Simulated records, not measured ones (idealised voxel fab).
Process module heading - voxel double patterning
Cross-sectional view cut (width: 230 nm; square cell size: 5 nm).
In what follows, cross-sections appear as grids of square cells, described through bands that run from the top down, where every band is one or more rows of cells. Look at the band entry: it leads with the top's height and the bottom's height in nm. Then it lists the materials left to right, with a width in nm for each. The word "everywhere" on a single material says that material fills the band edge to edge. The word "blank" is empty space. Basically, 0 is our baseline, since under it the wafer straight out of the box is all one material. The bottom band has no lower end and keeps on going down, so it looks like "z 0 and below". A two-number width, for instance "30 to 40", indicates that the width is equal to the first number in the top row of the band and to the second number in the bottom row, and that it changes by a constant amount per row of cells. "changes: none" after a step means that no cell of the cross-section changed. Listed in "Voids lacking openings": every empty space of 8 or more cells without an open way to the top. Form: width x height at distance, the distance being from the left edge, all in nm. Note: text after step settings on the step line = simulator remark on that step. overlay nm: on a step with a mask, how far right of its planned place the mask lay; negative means left.
## Planned process steps
1. op RECEIVE | material Si
2. op CONFORMAL_DEP | material SiO2 | thk nm 5
3. op DIRECTIONAL_DEP | material TiN | thk nm 10
4. op DIRECTIONAL_DEP | material SiCN | thk nm 5
5. op DIRECTIONAL_DEP | material aC | thk nm 15
6. op PATTERN | tone open | mask id FIRST | material resist | width nm 15 | pitch nm 50 | thk nm 30 | overlay nm -15
7. op DIRECTIONAL_ETCH | etch materials aC | depth nm 15
8. op STRIP | etch materials resist
9. op DIRECTIONAL_ETCH | etch materials SiCN | depth nm 5
10. op STRIP | etch materials aC
11. op MASKED_ETCH | tone open | mask id SECOND | width nm 15 | etch materials SiCN | depth nm 5 | overlay nm 0
12. op DIRECTIONAL_ETCH | etch materials TiN | depth nm 10
13. op STRIP | etch materials SiCN
Quick note for whoever runs this: the wafers start identical, but the overlay nm at step 6 isn't the same across them. The plan just shows what the first wafer had.
## Cross-section, first of several wafers, as delivered after step 1
* z 0 and below | Si everywhere
* Voids lacking openings: none
## After the module's final step, step 13: the first of several wafers in cross-section
* z 15 to 5 | TiN 65 / blank 15 / TiN 25 / blank 25 / TiN 100
* z 5 to 0 | SiO2 everywhere
* z 0 and below | Si everywhere
* Voids lacking openings: none
## Sectional view of the last wafer upon completion of the module
* z 15 to 5 | TiN 95 / blank 25 / TiN 25 / blank 15 / TiN 70
* z 5 to 0 | SiO2 everywhere
* z 0 and below | Si everywhere
* Voids lacking openings: none
## Quick key for the table: a row per wafer, taken at the end of the module. For each material it tells you how many cells the wafer gained (+) or lost (-) since it came in, and the closed voids come after
overlay nm -15; +46 SiO2; +76 TiN; Voids lacking openings: none
overlay nm -10; +46 SiO2; +74 TiN; Voids lacking openings: none
overlay nm -5; +46 SiO2; +74 TiN; Voids lacking openings: none
overlay nm 0; +46 SiO2; +74 TiN; Voids lacking openings: none
overlay nm 5; +46 SiO2; +74 TiN; Voids lacking openings: none
overlay nm 10; +46 SiO2; +74 TiN; Voids lacking openings: none
overlay nm 15; +46 SiO2; +76 TiN; Voids lacking openings: none
